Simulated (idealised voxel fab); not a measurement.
Documented hereafter: the process module known as voxel ribs on slabs.
It is cross-section cut that appears here, measuring 175 nm in width, its square cells being 5 nm in size.
Heads up, the way a cross-section reads in here is a grid of square cells, handed over as bands from the top down, with every band being one or more rows of cells. Top height, bottom height, nm. Materials left to right, width each, nm. Single material + "edge to edge" = fills band edge to edge. "air" = empty. Note: height 0 marks the level under which the wafer is uniformly one material as received. Lowest band unbounded below, written "top 0, no bottom". Width "30 to 40": first value at the band's top row of cells, second value at its bottom row, equal change from row to row. Where a step carries "remained the same", the cross-section came out of it unchanged, cell for cell. Closed empty spaces: empty space of 8 cells or more with no open way to the top, each as width x height at its distance from the left edge, in nm. It should be noted that, on the line of a given step, the content following the step's settings is a remark produced by the simulator itself with respect to that step. overlay nm: for a step with a mask, the amount by which the mask lay right of where it was planned; a negative amount means left of it.
Here's what the planned process steps look like
1: RECEIVE: material Si
2: DIRECTIONAL_DEP: material SiO2, thk nm 30
3: DIRECTIONAL_DEP: material SiN, thk nm 20
4: PATTERN: tone cover, mask id RIB, material resist, width nm 25, thk nm 20, overlay nm 0
5: DIRECTIONAL_ETCH: etch materials SiN, depth nm 10
6: STRIP: etch materials resist
7: PATTERN: tone cover, mask id SLAB, material resist, width nm 65, thk nm 15, overlay nm 0
8: DIRECTIONAL_ETCH: etch materials SiN, depth nm 10
9: STRIP: etch materials resist
10: FILL_DEP: material SiO2, thk nm 20
11: CMP: height nm 65
12: DIRECTIONAL_DEP: material W, thk nm 10
13: MASKED_ETCH: tone cover, mask id HEATER, width nm 35, etch materials W, depth nm 10, overlay nm 0
14: CONFORMAL_DEP: material SiN, thk nm 5
The first of the two wafers, which ran as planned
Received-state cross-section, reflecting completion of step 1
  top 0, no bottom = Si edge to edge
  Closed empty spaces: none
Cross-section through the wafer, step 2 finished
  top 30, bottom 0 = SiO2 edge to edge
  Under the height 0 nothing was changed.
Cross-section through the wafer, step 3 finished
  top 50, bottom 30 = SiN edge to edge
  Under the height 30 nothing was changed.
Cross-section through the wafer, step 4 finished
  top 70, bottom 50 = air 75 nm, then resist 25 nm, then air 75 nm
  Under the height 50 nothing was changed.
Cross-section through the wafer, step 5 finished
  top 70, bottom 50 = air 75 nm, then resist 25 nm, then air 75 nm
  top 50, bottom 40 = air 75 nm, then SiN 25 nm, then air 75 nm
  Under the height 40 nothing was changed.
Cross-section through the wafer, step 6 finished
  top 50, bottom 40 = air 75 nm, then SiN 25 nm, then air 75 nm
  Under the height 40 nothing was changed.
Cross-section through the wafer, step 7 finished
  top 65, bottom 50 = air 55 nm, then resist 65 nm, then air 55 nm
  top 50, bottom 40 = air 55 nm, then resist 20 nm, then SiN 25 nm, then resist 20 nm, then air 55 nm
  Under the height 40 nothing was changed.
Cross-section through the wafer, step 8 finished
  top 65, bottom 50 = air 55 nm, then resist 65 nm, then air 55 nm
  top 50, bottom 40 = air 55 nm, then resist 20 nm, then SiN 25 nm, then resist 20 nm, then air 55 nm
  top 40, bottom 30 = air 55 nm, then SiN 65 nm, then air 55 nm
  Under the height 30 nothing was changed.
Cross-section through the wafer, step 9 finished
  top 50, bottom 40 = air 75 nm, then SiN 25 nm, then air 75 nm
  Under the height 40 nothing was changed.
Cross-section through the wafer, step 10 finished
  top 70, bottom 50 = SiO2 edge to edge
  top 50, bottom 40 = SiO2 75 nm, then SiN 25 nm, then SiO2 75 nm
  top 40, bottom 30 = SiO2 55 nm, then SiN 65 nm, then SiO2 55 nm
  Under the height 30 nothing was changed.
Cross-section through the wafer, step 11 finished
  top 65, bottom 50 = SiO2 edge to edge
  Under the height 50 nothing was changed.
Cross-section through the wafer, step 12 finished
  top 75, bottom 65 = W edge to edge
  Under the height 65 nothing was changed.
Cross-section through the wafer, step 13 finished
  top 75, bottom 65 = air 70 nm, then W 35 nm, then air 70 nm
  Under the height 65 nothing was changed.
Cross-section through the wafer, step 14 finished
  top 80, bottom 75 = air 65 nm, then SiN 45 nm, then air 65 nm
  top 75, bottom 70 = air 65 nm, then SiN 5 nm, then W 35 nm, then SiN 5 nm, then air 65 nm
  top 70, bottom 65 = SiN 70 nm, then W 35 nm, then SiN 70 nm
  Under the height 65 nothing was changed.
Second of two: same start, same plan, one run error; steps up to and including 10 match the first
Second wafer, cut view, end of step 11 per plan
  top 55, bottom 50 = SiO2 edge to edge
  Under the height 50 nothing was changed.
Second wafer, cut view, end of step 12 per plan
  top 65, bottom 55 = W edge to edge
  Under the height 55 nothing was changed.
Second wafer, cut view, end of step 13 per plan
  top 65, bottom 55 = air 70 nm, then W 35 nm, then air 70 nm
  Under the height 55 nothing was changed.
Second wafer, cut view, end of step 14 per plan
  top 70, bottom 65 = air 65 nm, then SiN 45 nm, then air 65 nm
  top 65, bottom 60 = air 65 nm, then SiN 5 nm, then W 35 nm, then SiN 5 nm, then air 65 nm
  top 60, bottom 55 = SiN 70 nm, then W 35 nm, then SiN 70 nm
  Under the height 55 nothing was changed.
Plan not followed: the process deviated at step 11: the operation and settings actually run there were CMP: height nm 55
Wrapping up, a cell-based count of both wafers puts the second over or under the first for these materials: 70 fewer of SiO2
